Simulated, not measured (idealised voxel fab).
This is a process module. Its name is voxel wiring stack.
The cross-section shown here is cut; it is 270 nm wide and divided into square cells measuring 5 nm on a side.
Think of the cross-section as a grid of square cells. We describe it in bands, top to bottom, and each band covers one or more rows of those cells. Top height, bottom height, nm. Materials left to right, width each, nm. Single material + "everywhere" = fills band edge to edge. "empty" = empty. Height is counted from the level 0, under which the received wafer is composed throughout of one material. The lowest of the bands is not closed at the bottom but continues downward, in the notation "0 nm and below". The width entry "30 to 40" should be interpreted row by row: the top row of cells in the band takes the first number, the bottom row takes the second number, and the change between adjacent rows is uniform throughout. Take "remained unchanged" at face value: in the step it is given for, the cross-section changed in none of its cells. Listed in "Closed voids list": every empty space of 8 or more cells without an open way to the top. Form: width x height at distance, the distance being from the left edge, all in nm. Past the settings on a step's line: simulator remark, on that step. overlay nm: right-of-plan distance of the mask on a masked step; negative values mean left-of-plan.

Steps planned for the process
step 1: RECEIVE | material Si
step 2: CONFORMAL_DEP | material SiO2 | thk nm 10
step 3: DIRECTIONAL_DEP | material TiN | thk nm 5
step 4: DIRECTIONAL_DEP | material W | thk nm 15
step 5: MASKED_ETCH | tone cover | mask id METAL_1 | width nm 25 | pitch nm 40 | etch materials W | depth nm 15 | overlay nm -15
step 6: MASKED_ETCH | tone cover | mask id METAL_1 | width nm 25 | pitch nm 40 | etch materials TiN | depth nm 5 | overlay nm 0
step 7: FILL_DEP | material lowk | thk nm 10
step 8: CMP | height nm 30
step 9: CONFORMAL_DEP | material SiCN | thk nm 5
step 10: DIRECTIONAL_DEP | material SiO2 | thk nm 10
step 11: DIRECTIONAL_DEP | material aC | thk nm 15
step 12: PATTERN | tone open | mask id PLUG_1 | material resist | width nm 15 | pitch nm 40 | thk nm 30 | overlay nm 0
step 13: DIRECTIONAL_ETCH | etch materials aC | depth nm 15
step 14: STRIP | etch materials resist
step 15: DIRECTIONAL_ETCH | etch materials SiO2 | depth nm 10
step 16: DIRECTIONAL_ETCH | etch materials SiCN | depth nm 5
step 17: STRIP | etch materials aC
step 18: CONFORMAL_DEP | material TiN | thk nm 5
step 19: FILL_DEP | material W | thk nm 5
step 20: CMP | height nm 45
step 21: CONFORMAL_DEP | material SiCN | thk nm 5
step 22: DIRECTIONAL_DEP | material SiO2 | thk nm 15
step 23: MASKED_ETCH | tone open | mask id METAL_2 | width nm 25 | pitch nm 40 | etch materials SiO2 | depth nm 15 | overlay nm 0
step 24: MASKED_ETCH | tone open | mask id METAL_2 | width nm 25 | pitch nm 40 | etch materials SiCN | depth nm 5 | overlay nm 0
step 25: CONFORMAL_DEP | material TiN | thk nm 5
step 26: FILL_DEP | material Cu | thk nm 5
step 27: CMP | height nm 65
step 28: CONFORMAL_DEP | material SiCN | thk nm 5
step 29: DIRECTIONAL_DEP | material lowk | thk nm 35
step 30: DIRECTIONAL_DEP | material aC | thk nm 15
step 31: PATTERN | tone open | mask id METAL_3_HOLES | material resist | width nm 15 | pitch nm 40 | thk nm 30 | overlay nm 0
step 32: DIRECTIONAL_ETCH | etch materials aC | depth nm 15
step 33: STRIP | etch materials resist
step 34: DIRECTIONAL_ETCH | etch materials lowk | depth nm 35
step 35: STRIP | etch materials aC
step 36: DIRECTIONAL_DEP | material aC | thk nm 15
step 37: PATTERN | tone open | mask id METAL_3 | material resist | width nm 25 | pitch nm 40 | thk nm 35 | overlay nm 0
step 38: DIRECTIONAL_ETCH | etch materials aC | depth nm 15
step 39: STRIP | etch materials resist
step 40: DIRECTIONAL_ETCH | etch materials lowk | depth nm 20
step 41: DIRECTIONAL_ETCH | etch materials SiCN | depth nm 5
step 42: STRIP | etch materials aC
step 43: CONFORMAL_DEP | material TiN | thk nm 5
step 44: FILL_DEP | material Ru | thk nm 5
step 45: CMP | height nm 105
step 46: CONFORMAL_DEP | material SiCN | thk nm 5
step 47: DIRECTIONAL_DEP | material SiO2 | thk nm 25
step 48: PATTERN | tone open | mask id METAL_4 | material resist | width nm 25 | pitch nm 40 | thk nm 15 | overlay nm 0
step 49: DIRECTIONAL_ETCH | etch materials SiO2 | depth nm 15
step 50: STRIP | etch materials resist
step 51: DIRECTIONAL_DEP | material aC | thk nm 15
step 52: PATTERN | tone open | mask id METAL_4_HOLES | material resist | width nm 15 | pitch nm 80 | thk nm 35 | overlay nm 0
step 53: DIRECTIONAL_ETCH | etch materials aC | depth nm 15
step 54: STRIP | etch materials resist
step 55: DIRECTIONAL_ETCH | etch materials SiO2 | depth nm 10
step 56: DIRECTIONAL_ETCH | etch materials SiCN | depth nm 5
step 57: STRIP | etch materials aC
step 58: CONFORMAL_DEP | material TiN | thk nm 5
step 59: FILL_DEP | material Ru | thk nm 5
step 60: CMP | height nm 135
step 61: CONFORMAL_DEP | material SiN | thk nm 5
Be aware that, although all wafers share a common starting state, the overlay nm at step 5 differs among them, and the plan displays the first wafer's value.

So this is the first of several wafers, cross-sectioned as it came to us, meaning it's at the end of step 1
	0 nm and below: Si everywhere
	Closed voids list: none

Shown in cross-section: the first of several wafers at the end of the module, after its last step, step 61
	140 nm to 135 nm: SiN everywhere
	135 nm to 125 nm: SiO2 80 nm | TiN 5 nm | Ru 15 nm | TiN 5 nm | SiO2 15 nm | TiN 5 nm | Ru 15 nm | TiN 5 nm | SiO2 15 nm | TiN 5 nm | Ru 15 nm | TiN 5 nm | SiO2 85 nm
	125 nm to 120 nm: SiO2 80 nm | TiN 5 nm | Ru 5 nm | TiN 15 nm | SiO2 15 nm | TiN 25 nm | SiO2 15 nm | TiN 5 nm | Ru 5 nm | TiN 15 nm | SiO2 85 nm
	120 nm to 110 nm: SiO2 80 nm | TiN 5 nm | Ru 5 nm | TiN 5 nm | SiO2 65 nm | TiN 5 nm | Ru 5 nm | TiN 5 nm | SiO2 95 nm
	110 nm to 105 nm: SiCN 80 nm | TiN 15 nm | SiCN 65 nm | TiN 15 nm | SiCN 95 nm
	105 nm to 90 nm: lowk 80 nm | TiN 5 nm | Ru 15 nm | TiN 5 nm | lowk 15 nm | TiN 5 nm | Ru 15 nm | TiN 5 nm | lowk 15 nm | TiN 5 nm | Ru 15 nm | TiN 5 nm | lowk 85 nm
	90 nm to 85 nm: lowk 80 nm | TiN 5 nm | Ru 5 nm | TiN 15 nm | lowk 15 nm | TiN 5 nm | Ru 5 nm | TiN 15 nm | lowk 15 nm | TiN 5 nm | Ru 5 nm | TiN 15 nm | lowk 85 nm
	85 nm to 70 nm: lowk 80 nm | TiN 5 nm | Ru 5 nm | TiN 5 nm | lowk 25 nm | TiN 5 nm | Ru 5 nm | TiN 5 nm | lowk 25 nm | TiN 5 nm | Ru 5 nm | TiN 5 nm | lowk 95 nm
	70 nm to 65 nm: SiCN 80 nm | TiN 15 nm | SiCN 25 nm | TiN 15 nm | SiCN 25 nm | TiN 15 nm | SiCN 95 nm
	65 nm to 50 nm: SiO2 80 nm | TiN 5 nm | Cu 15 nm | TiN 5 nm | SiO2 15 nm | TiN 5 nm | Cu 15 nm | TiN 5 nm | SiO2 15 nm | TiN 5 nm | Cu 15 nm | TiN 5 nm | SiO2 85 nm
	50 nm to 45 nm: SiCN 80 nm | TiN 25 nm | SiCN 15 nm | TiN 25 nm | SiCN 15 nm | TiN 25 nm | SiCN 85 nm
	45 nm to 35 nm: SiO2 80 nm | TiN 5 nm | W 5 nm | TiN 5 nm | SiO2 25 nm | TiN 5 nm | W 5 nm | TiN 5 nm | SiO2 25 nm | TiN 5 nm | W 5 nm | TiN 5 nm | SiO2 95 nm
	35 nm to 30 nm: SiCN 80 nm | TiN 15 nm | SiCN 25 nm | TiN 15 nm | SiCN 25 nm | TiN 15 nm | SiCN 95 nm
	30 nm to 15 nm: lowk 65 nm | W 25 nm | lowk 15 nm | W 25 nm | lowk 15 nm | W 25 nm | lowk 100 nm
	15 nm to 10 nm: lowk 65 nm | TiN 120 nm | lowk 85 nm
	10 nm to 0 nm: SiO2 everywhere
	0 nm and below: Si everywhere
	Closed voids list: none

Cross-sectional view, end of module, last wafer of several
	140 nm to 135 nm: SiN everywhere
	135 nm to 125 nm: SiO2 80 nm | TiN 5 nm | Ru 15 nm | TiN 5 nm | SiO2 15 nm | TiN 5 nm | Ru 15 nm | TiN 5 nm | SiO2 15 nm | TiN 5 nm | Ru 15 nm | TiN 5 nm | SiO2 85 nm
	125 nm to 120 nm: SiO2 80 nm | TiN 5 nm | Ru 5 nm | TiN 15 nm | SiO2 15 nm | TiN 25 nm | SiO2 15 nm | TiN 5 nm | Ru 5 nm | TiN 15 nm | SiO2 85 nm
	120 nm to 110 nm: SiO2 80 nm | TiN 5 nm | Ru 5 nm | TiN 5 nm | SiO2 65 nm | TiN 5 nm | Ru 5 nm | TiN 5 nm | SiO2 95 nm
	110 nm to 105 nm: SiCN 80 nm | TiN 15 nm | SiCN 65 nm | TiN 15 nm | SiCN 95 nm
	105 nm to 90 nm: lowk 80 nm | TiN 5 nm | Ru 15 nm | TiN 5 nm | lowk 15 nm | TiN 5 nm | Ru 15 nm | TiN 5 nm | lowk 15 nm | TiN 5 nm | Ru 15 nm | TiN 5 nm | lowk 85 nm
	90 nm to 85 nm: lowk 80 nm | TiN 5 nm | Ru 5 nm | TiN 15 nm | lowk 15 nm | TiN 5 nm | Ru 5 nm | TiN 15 nm | lowk 15 nm | TiN 5 nm | Ru 5 nm | TiN 15 nm | lowk 85 nm
	85 nm to 70 nm: lowk 80 nm | TiN 5 nm | Ru 5 nm | TiN 5 nm | lowk 25 nm | TiN 5 nm | Ru 5 nm | TiN 5 nm | lowk 25 nm | TiN 5 nm | Ru 5 nm | TiN 5 nm | lowk 95 nm
	70 nm to 65 nm: SiCN 80 nm | TiN 15 nm | SiCN 25 nm | TiN 15 nm | SiCN 25 nm | TiN 15 nm | SiCN 95 nm
	65 nm to 50 nm: SiO2 80 nm | TiN 5 nm | Cu 15 nm | TiN 5 nm | SiO2 15 nm | TiN 5 nm | Cu 15 nm | TiN 5 nm | SiO2 15 nm | TiN 5 nm | Cu 15 nm | TiN 5 nm | SiO2 85 nm
	50 nm to 45 nm: SiCN 80 nm | TiN 25 nm | SiCN 15 nm | TiN 25 nm | SiCN 15 nm | TiN 25 nm | SiCN 85 nm
	45 nm to 35 nm: SiO2 80 nm | TiN 5 nm | W 5 nm | TiN 5 nm | SiO2 25 nm | TiN 5 nm | W 5 nm | TiN 5 nm | SiO2 25 nm | TiN 5 nm | W 5 nm | TiN 5 nm | SiO2 95 nm
	35 nm to 30 nm: SiCN 80 nm | TiN 15 nm | SiCN 25 nm | TiN 15 nm | SiCN 25 nm | TiN 15 nm | SiCN 95 nm
	30 nm to 15 nm: lowk 95 nm | W 25 nm | lowk 15 nm | W 25 nm | lowk 15 nm | W 25 nm | lowk 70 nm
	15 nm to 10 nm: lowk 80 nm | TiN 120 nm | lowk 70 nm
	10 nm to 0 nm: SiO2 everywhere
	0 nm and below: Si everywhere
	Closed voids list: none

The rows of the table below are wafers. Looking at the end of the module, a row counts, for every material, the cells the wafer has gained, shown as (+), or lost, shown as (-), since it was received; its closed voids come next
overlay nm -15 | +27 Cu | +63 Ru | +177 SiCN | +54 SiN | +528 SiO2 | +174 TiN | +51 W | +438 lowk | Closed voids list: none
overlay nm -10 | +27 Cu | +63 Ru | +177 SiCN | +54 SiN | +528 SiO2 | +171 TiN | +51 W | +441 lowk | Closed voids list: none
overlay nm -5 | +27 Cu | +63 Ru | +177 SiCN | +54 SiN | +528 SiO2 | +168 TiN | +51 W | +444 lowk | Closed voids list: none
overlay nm 0 | +27 Cu | +63 Ru | +177 SiCN | +54 SiN | +528 SiO2 | +165 TiN | +51 W | +447 lowk | Closed voids list: none
overlay nm 5 | +27 Cu | +63 Ru | +177 SiCN | +54 SiN | +528 SiO2 | +168 TiN | +51 W | +444 lowk | Closed voids list: none
overlay nm 10 | +27 Cu | +63 Ru | +177 SiCN | +54 SiN | +528 SiO2 | +171 TiN | +51 W | +441 lowk | Closed voids list: none
overlay nm 15 | +27 Cu | +63 Ru | +177 SiCN | +54 SiN | +528 SiO2 | +174 TiN | +51 W | +438 lowk | Closed voids list: none
